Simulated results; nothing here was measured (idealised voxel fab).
Name of the process module below: voxel capacitor over wiring
Each square cell in cross-section cut measures 5 nm, and the section as a whole is 160 nm wide.
Square cells in a grid make up a cross-section in this document, and the grid is given as bands, listed from the top down, each one or more rows of cells.
The band entry comprises the height of the band's top followed by the height of its bottom, expressed in nm, and subsequently the band's materials from left to right, each stated together with its width in nm. Where a single material is marked with the word "edge to edge", that material fills the band from edge to edge. The word "air" represents empty space.
Basically, 0 is our baseline, since under it the wafer straight out of the box is all one material. The bottom band has no lower end and keeps on going down, so it looks like "top 0, no bottom".
The notation "30->40" denotes a width that varies across the rows of cells in the band, beginning at the first number in the top row, finishing at the second number in the bottom row, and changing by an identical amount from each row to the next.
Given "nothing got changed" for a step, no cell of the cross-section differs between before and after that step.
If an empty space has no open way to the top and is at least 8 cells in size, "Closed void inventory" lists it, written width x height at distance, where distance is measured from the left edge and every value is in nm.
Heads up: the bit after the settings on a step's line is the simulator's remark on that step.
overlay nm: on a step with a mask, how far right of its planned place the mask lay; negative means left.

# Process steps - plan
1) op RECEIVE | material Si
2) op CONFORMAL_DEP | material SiO2 | thk nm 10
3) op DIRECTIONAL_DEP | material TiN | thk nm 5
4) op DIRECTIONAL_DEP | material Ru | thk nm 20
5) op PATTERN | tone cover | mask id METAL_1 | material resist | width nm 25 | pitch nm 75 | thk nm 15 | overlay nm 0
6) op DIRECTIONAL_ETCH | etch materials Ru | depth nm 20
7) op DIRECTIONAL_ETCH | etch materials TiN | depth nm 5
8) op STRIP | etch materials resist
9) op CONFORMAL_DEP | material SiCN | thk nm 5
10) op FILL_DEP | material lowk | thk nm 10
11) op CMP | height nm 35
12) op CONFORMAL_DEP | material SiCN | thk nm 5
13) op DIRECTIONAL_DEP | material lowk | thk nm 10
14) op PATTERN | tone open | mask id PLUG_1 | material resist | width nm 15 | thk nm 15 | overlay nm 0
15) op DIRECTIONAL_ETCH | etch materials lowk | depth nm 10
16) op DIRECTIONAL_ETCH | etch materials SiCN | depth nm 5
17) op STRIP | etch materials resist
18) op CONFORMAL_DEP | material TiN | thk nm 5
19) op FILL_DEP | material Cu | thk nm 5
20) op CMP | height nm 50
21) op DIRECTIONAL_DEP | material TiN | thk nm 5
22) op DIRECTIONAL_DEP | material Al2O3 | thk nm 5
23) op DIRECTIONAL_DEP | material TiN | thk nm 10
24) op MASKED_ETCH | tone cover | mask id UPPER_PLATE | width nm 55 | etch materials TiN | depth nm 10 | overlay nm 0
25) op MASKED_ETCH | tone cover | mask id UPPER_PLATE | width nm 55 | etch materials Al2O3 | depth nm 5 | overlay nm 0
26) op MASKED_ETCH | tone cover | mask id LOWER_PLATE | width nm 65 | etch materials TiN | depth nm 5 | overlay nm 0
27) op FILL_DEP | material SiO2 | thk nm 15
28) op CMP | height nm 80
29) op DIRECTIONAL_DEP | material aC | thk nm 15
30) op PATTERN | tone open | mask id PLUG_2 | material resist | width nm 15 | thk nm 35 | overlay nm 0
31) op DIRECTIONAL_ETCH | etch materials aC | depth nm 15
32) op STRIP | etch materials resist
33) op DIRECTIONAL_ETCH | etch materials SiO2 | depth nm 10
34) op STRIP | etch materials aC
35) op CONFORMAL_DEP | material TiN | thk nm 5
36) op FILL_DEP | material Cu | thk nm 10
37) op CMP | height nm 80
38) op CONFORMAL_DEP | material SiCN | thk nm 5
Wafers differ in thk nm at step 38; plan lists the first wafer's value; identical starting state.

# Cross-section, first of several wafers, as delivered after step 1
    top 0, no bottom  Si edge to edge
    Closed void inventory: none

# First of several wafers, sectioned at end of module (last step: step 38)
    top 85, bottom 80  SiCN edge to edge
    top 80, bottom 75  50 SiO2  5 TiN  5 Cu  5 TiN  95 SiO2
    top 75, bottom 70  50 SiO2  15 TiN  95 SiO2
    top 70, bottom 60  40 SiO2  55 TiN  65 SiO2
    top 60, bottom 55  40 SiO2  55 Al2O3  65 SiO2
    top 55, bottom 50  35 SiO2  65 TiN  60 SiO2
    top 50, bottom 40  40 lowk  5 TiN  5 Cu  5 TiN  105 lowk
    top 40, bottom 35  40 SiCN  15 TiN  105 SiCN
    top 35, bottom 15  25 lowk  5 SiCN  25 Ru  5 SiCN  40 lowk  5 SiCN  25 Ru  5 SiCN  25 lowk
    top 15, bottom 10  30 SiCN  25 TiN  50 SiCN  25 TiN  30 SiCN
    top 10, bottom 0  SiO2 edge to edge
    top 0, no bottom  Si edge to edge
    Closed void inventory: none

# Last-wafer cross-section at the end of the module
    top 100, bottom 80  SiCN edge to edge
    top 80, bottom 75  50 SiO2  5 TiN  5 Cu  5 TiN  95 SiO2
    top 75, bottom 70  50 SiO2  15 TiN  95 SiO2
    top 70, bottom 60  40 SiO2  55 TiN  65 SiO2
    top 60, bottom 55  40 SiO2  55 Al2O3  65 SiO2
    top 55, bottom 50  35 SiO2  65 TiN  60 SiO2
    top 50, bottom 40  40 lowk  5 TiN  5 Cu  5 TiN  105 lowk
    top 40, bottom 35  40 SiCN  15 TiN  105 SiCN
    top 35, bottom 15  25 lowk  5 SiCN  25 Ru  5 SiCN  40 lowk  5 SiCN  25 Ru  5 SiCN  25 lowk
    top 15, bottom 10  30 SiCN  25 TiN  50 SiCN  25 TiN  30 SiCN
    top 10, bottom 0  SiO2 edge to edge
    top 0, no bottom  Si edge to edge
    Closed void inventory: none

# What follows is a table in which each wafer occupies a row; for the wafer as it stands at the close of the module, the row states, material by material, how many cells have been gained (+) or lost (-) since receipt, and then gives its closed voids
thk nm 5 | +11 Al2O3 | +3 Cu | +40 Ru | +99 SiCN | +204 SiO2 | +57 TiN | +130 lowk | Closed void inventory: none
thk nm 10 | +11 Al2O3 | +3 Cu | +40 Ru | +131 SiCN | +204 SiO2 | +57 TiN | +130 lowk | Closed void inventory: none
thk nm 15 | +11 Al2O3 | +3 Cu | +40 Ru | +163 SiCN | +204 SiO2 | +57 TiN | +130 lowk | Closed void inventory: none
thk nm 20 | +11 Al2O3 | +3 Cu | +40 Ru | +195 SiCN | +204 SiO2 | +57 TiN | +130 lowk | Closed void inventory: none
